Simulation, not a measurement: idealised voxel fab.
Module name: voxel released beams (process module)
This is section cut - it's 220 nm across, gridded in 5 nm square cells.
Reading order for cross-sections: top band down to bottom band. Underlying form: a grid of square cells. Band size: one or more rows of cells.
This entry defines a band. It first specifies the height of the band's top and the height of its bottom in nm, and then specifies the band's materials from left to right, stating each material with its width in nm. The word "full width" identifies a single material that fills the band from edge to edge, while the word "blank" identifies empty space.
The reference from which all heights are counted is 0, the level beneath which the as-received wafer is entirely one material; the lowest band, having no lower bound, proceeds downward and is written after the example "top 0, no bottom".
Read "30 to 40" as a graded width: first number on top, second number at the bottom, same change between each pair of neighbouring rows.
The cross-section has no changed cell in any step marked "no change".
"Closed empty spaces" means: voids of 8 cells or more that are shut off from the top with no open way through. Written width x height at distance, distance from the left edge, in nm.
after a step's settings: what the simulator itself notes on the step
A step's line can hold "overlay nm"; with a mask on that step, the setting says how far right of the planned place the mask lay, while a negative setting says it lay to the left.
## The process steps that were planned are listed below
1 RECEIVE (material Si)
2 CONFORMAL_DEP (material SiN; thk nm 5)
3 DIRECTIONAL_DEP (material SiO2; thk nm 10)
4 MASKED_ETCH (tone open; mask id ANCHOR; width nm 35; etch materials SiO2; depth nm 10; overlay nm 0)
5 CONFORMAL_DEP (material W; thk nm 10)
6 MASKED_ETCH (tone cover; mask id BEAM; width nm 120; etch materials W; depth nm 10; overlay nm 0)
7 STRIP (etch materials SiO2)
## Cross-section: wafer on arrival = after step 1
  top 0, no bottom | Si full width
  Closed empty spaces: none
## Here's the cross-section of the first of our two wafers at the end of the module - it ran as planned
  top 25, bottom 15 | blank=45  W=15  blank=15  W=90  blank=55
  top 15, bottom 5 | blank=50  W=35  blank=135
  top 5, bottom 0 | SiN full width
  top 0, no bottom | Si full width
  Closed empty spaces: none
## Second wafer of the two, sectioned at the end of the module. It began like the first and followed the same plan, but one mistake was made while running it
  top 25, bottom 15 | blank=45  W=120  blank=55
  top 15, bottom 10 | SiN full width
  top 10, bottom 0 | SiO2 full width
  top 0, no bottom | Si full width
  Closed empty spaces: none
The plan and the run diverged here: transposition of steps 2 and 3 relative to the planned sequence
Once processing is complete, comparing cell counts shows that the second wafer has more or fewer of certain materials than the first: +88 SiO2 | -8 W
